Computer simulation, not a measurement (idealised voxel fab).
process module | voxel spacer lines
cross-section cut | 255 nm wide | cells 5 nm
A cross-section is a grid of square cells, given in bands from the top down. A band is one or more rows of cells.
Each band's line starts with the height of the band's top and of its bottom, in nm. Then come its materials from left to right, each with its width in nm. One material with "throughout" fills the band from edge to edge. "air" is empty space.
Height 0 is the level under which the wafer as received is all one material. The lowest band goes on downwards, as in "0 down".
A width such as "30 to 40" changes by the same amount from each row of cells to the next, from the band's top row to its bottom row.
"no change" after a step means that no cell of the cross-section changed.
closed voids: empty space of 8 cells or more with no open way to the top, each as width x height at its distance from the left edge, in nm
after a step's settings: what the simulator itself notes on the step
overlay nm, on a step with a mask: how far to the right of its planned place the mask lay; to the left if negative
plan
1 op RECEIVE | material Si
2 op CONFORMAL_DEP | material Al2O3 | thk nm 5
3 op DIRECTIONAL_DEP | material SiN | thk nm 10
4 op DIRECTIONAL_DEP | material aC | thk nm 25
5 op PATTERN | tone cover | mask id MANDREL | material resist | width nm 20 | pitch nm 60 | thk nm 35 | overlay nm 0
6 op DIRECTIONAL_ETCH | etch materials aC | depth nm 25
7 op STRIP | etch materials resist
8 op CONFORMAL_DEP | material SiO2 | thk nm 10
9 op DIRECTIONAL_ETCH | etch materials SiO2 | depth nm 10
10 op STRIP | etch materials aC
11 op DIRECTIONAL_ETCH | etch materials SiN | depth nm 10
12 op STRIP | etch materials SiO2
13 op FILL_DEP | material SiO2 | thk nm 10
14 op CMP | height nm 15
first wafer, as planned
as received, after step 1
  0 down: Si throughout
  closed voids: none
after step 2
  5 to 0: Al2O3 throughout
  below 0: unchanged
after step 3
  15 to 5: SiN throughout
  below 5: unchanged
after step 4
  40 to 15: aC throughout
  below 15: unchanged
after step 5
  75 to 40: air 55 | resist 20 | air 40 | resist 20 | air 40 | resist 20 | air 60
  below 40: unchanged
after step 6
  50 to 40: air 55 | resist 20 | air 40 | resist 20 | air 40 | resist 20 | air 60
  40 to 15: air 55 | aC 20 | air 40 | aC 20 | air 40 | aC 20 | air 60
  below 15: unchanged
after step 7
  40 to 15: air 55 | aC 20 | air 40 | aC 20 | air 40 | aC 20 | air 60
  below 15: unchanged
after step 8
  50 to 40: air 45 | SiO2 40 | air 20 | SiO2 40 | air 20 | SiO2 40 | air 50
  40 to 25: air 45 | SiO2 10 | aC 20 | SiO2 10 | air 20 | SiO2 10 | aC 20 | SiO2 10 | air 20 | SiO2 10 | aC 20 | SiO2 10 | air 50
  25 to 15: SiO2 55 | aC 20 | SiO2 40 | aC 20 | SiO2 40 | aC 20 | SiO2 60
  below 15: unchanged
after step 9
  40 to 15: air 45 | SiO2 10 | aC 20 | SiO2 10 | air 20 | SiO2 10 | aC 20 | SiO2 10 | air 20 | SiO2 10 | aC 20 | SiO2 10 | air 50
  below 15: unchanged
after step 10
  40 to 15: air 45 | SiO2 10 | air 20 | SiO2 10 | air 20 | SiO2 10 | air 20 | SiO2 10 | air 20 | SiO2 10 | air 20 | SiO2 10 | air 50
  below 15: unchanged
after step 11
  40 to 15: air 45 | SiO2 10 | air 20 | SiO2 10 | air 20 | SiO2 10 | air 20 | SiO2 10 | air 20 | SiO2 10 | air 20 | SiO2 10 | air 50
  15 to 5: air 45 | SiN 10 | air 20 | SiN 10 | air 20 | SiN 10 | air 20 | SiN 10 | air 20 | SiN 10 | air 20 | SiN 10 | air 50
  below 5: unchanged
after step 12
  15 to 5: air 45 | SiN 10 | air 20 | SiN 10 | air 20 | SiN 10 | air 20 | SiN 10 | air 20 | SiN 10 | air 20 | SiN 10 | air 50
  below 5: unchanged
after step 13
  25 to 15: SiO2 throughout
  15 to 5: SiO2 45 | SiN 10 | SiO2 20 | SiN 10 | SiO2 20 | SiN 10 | SiO2 20 | SiN 10 | SiO2 20 | SiN 10 | SiO2 20 | SiN 10 | SiO2 50
  below 5: unchanged
after step 14
  15 to 5: SiO2 45 | SiN 10 | SiO2 20 | SiN 10 | SiO2 20 | SiN 10 | SiO2 20 | SiN 10 | SiO2 20 | SiN 10 | SiO2 20 | SiN 10 | SiO2 50
  below 5: unchanged
second wafer: like start, like plan, one mistake. Through step 13 it matches the first wafer
when step 14 should have ended
  10 to 5: SiO2 45 | SiN 10 | SiO2 20 | SiN 10 | SiO2 20 | SiN 10 | SiO2 20 | SiN 10 | SiO2 20 | SiN 10 | SiO2 20 | SiN 10 | SiO2 50
  below 5: unchanged
what went wrong: step 14 ran as: op CMP | height nm 10
at the end the second wafer has, in cells: 12 fewer of SiN | 39 fewer of SiO2
